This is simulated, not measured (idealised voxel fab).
Process module heading - voxel tone inversion
In the cross-section labelled cut, the width is 160 nm and each square cell is 5 nm.
Heads up, the way a cross-section reads in here is a grid of square cells, handed over as bands from the top down, with every band being one or more rows of cells.
First you get the band's top height and its bottom height, in nm, and then the materials it's made of, left to right, with each width in nm. If you see a single material with "full width", that one covers the band edge to edge. "air" is empty space.
Ref level 0: as-received wafer is one material below here. Bottom band extends down with no lower bound ("top 0, no bottom").
Read "30..40" as a graded width: first number on top, second number at the bottom, same change between each pair of neighbouring rows.
No cell of the cross-section changed in a step that is given as "remained the same".
Basically, "Closed void entries" tells you about the enclosed voids: empty spaces with no open way to the top, 8 cells or bigger, each written width x height at distance, where distance is from the left edge, all in nm.
Formally, on a step line, whatever follows the settings is a remark that the simulator itself makes on the step.
"overlay nm" on a masked step: distance the mask lay right of its planned place, negative for left.
# List of planned process steps
1: RECEIVE | material Si
2: CONFORMAL_DEP | material SiN | thk nm 10
3: DIRECTIONAL_DEP | material aC | thk nm 15
4: PATTERN | tone cover | mask id POSTS | material resist | width nm 15 | pitch nm 40 | thk nm 20 | overlay nm 0
5: DIRECTIONAL_ETCH | etch materials aC | depth nm 15
6: STRIP | etch materials resist
7: FILL_DEP | material SiO2 | thk nm 5
8: CMP | height nm 25
9: STRIP | etch materials aC
# Wafer cross-section on receipt, i.e. after step 1
    top 0, no bottom = Si full width
    Closed void entries: none
# Cross-sectional result after module completion. Note: starting condition and plan are unchanged from above; one processing mistake was made
    top 25, bottom 10 = 30 nm air  15 nm SiO2  25 nm air  15 nm SiO2  25 nm air  15 nm SiO2  35 nm air
    top 10, bottom 0 = SiN full width
    top 0, no bottom = Si full width
    Closed void entries: none
What was done differently from what was planned? step 4: run off-plan, actual operation and settings PATTERN | tone open | mask id POSTS | material resist | width nm 15 | pitch nm 40 | thk nm 20 | overlay nm 0
